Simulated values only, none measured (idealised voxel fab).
You're looking at the process module voxel air gaps.
This is section cut - it's 195 nm across, gridded in 5 nm square cells.
Format of a cross-section: grid, square cells. Given as bands. Order: top down. Band: one or more rows of cells. Band: top height; bottom height; in nm. Then, left to right: material with width in nm, for each material. "throughout": a single material spanning edge to edge. "blank": empty space. Height datum 0, below which the as-received substrate wafer is one material. Lowest band open at the bottom, running downward: "from 0 down". Think of "30 to 40" as a width that walks from the first number to the second as you go down the band, top row to bottom row, taking equal-sized steps from row to row. Key: "everything unchanged" - step with no changed cell in the cross-section. Any empty space of 8 cells or more lacking an open way to the top shows up in "Enclosed voids" as width x height at distance, distance from the left edge, in nm. Heads up: the bit after the settings on a step's line is the simulator's remark on that step. overlay nm: for a step with a mask, the amount by which the mask lay right of where it was planned; a negative amount means left of it.

THE PLANNED PROCESS STEPS ARE ENUMERATED HEREUNDER
1,RECEIVE with material Si
2,CONFORMAL_DEP with material SiO2, thk nm 10
3,CONFORMAL_DEP with material SiN, thk nm 5
4,DIRECTIONAL_DEP with material SiO2, thk nm 35
5,MASKED_ETCH with tone open, mask id LINES, width nm 15, pitch nm 40, etch materials SiO2, depth nm 35, overlay nm 0
6,CONFORMAL_DEP with material TiN, thk nm 5
7,FILL_DEP with material W, thk nm 10
8,CMP with height nm 50
9,EPI with material Ru, thk nm 10
10,SELECTIVE_ETCH with etch materials SiO2, depth nm 45
11,CONFORMAL_DEP with material SiN, thk nm 5

THE CROSS-SECTION HERE SHOWS THE WAFER AS RECEIVED, I.E. IN ITS STATE AFTER STEP 1
- from 0 down  Si throughout
- Enclosed voids: none

CROSS-SECTION, END OF MODULE. START: AS ABOVE. PLAN: AS ABOVE. EXECUTION: ONE MISTAKE
- from 65 to 60  blank 35, TiN 125, blank 35
- from 60 to 50  blank 35, TiN 5, Ru 35, TiN 5, Ru 35, TiN 5, Ru 35, TiN 5, blank 35
- from 50 to 45  blank 35, TiN 20, W 5, TiN 35, W 5, TiN 35, W 5, TiN 20, blank 35
- from 45 to 20  blank 45, TiN 10, W 5, TiN 10, blank 15, TiN 10, W 5, TiN 10, blank 15, TiN 10, W 5, TiN 10, blank 45
- from 20 to 15  TiN throughout
- from 15 to 10  SiN throughout
- from 10 to 0  SiO2 throughout
- from 0 down  Si throughout
- Enclosed voids: 15 x 25 at 70; 15 x 25 at 110
Short version of what went wrong: so step 11 ended up running with a different setting than we planned, it ran as CONFORMAL_DEP with material TiN, thk nm 5
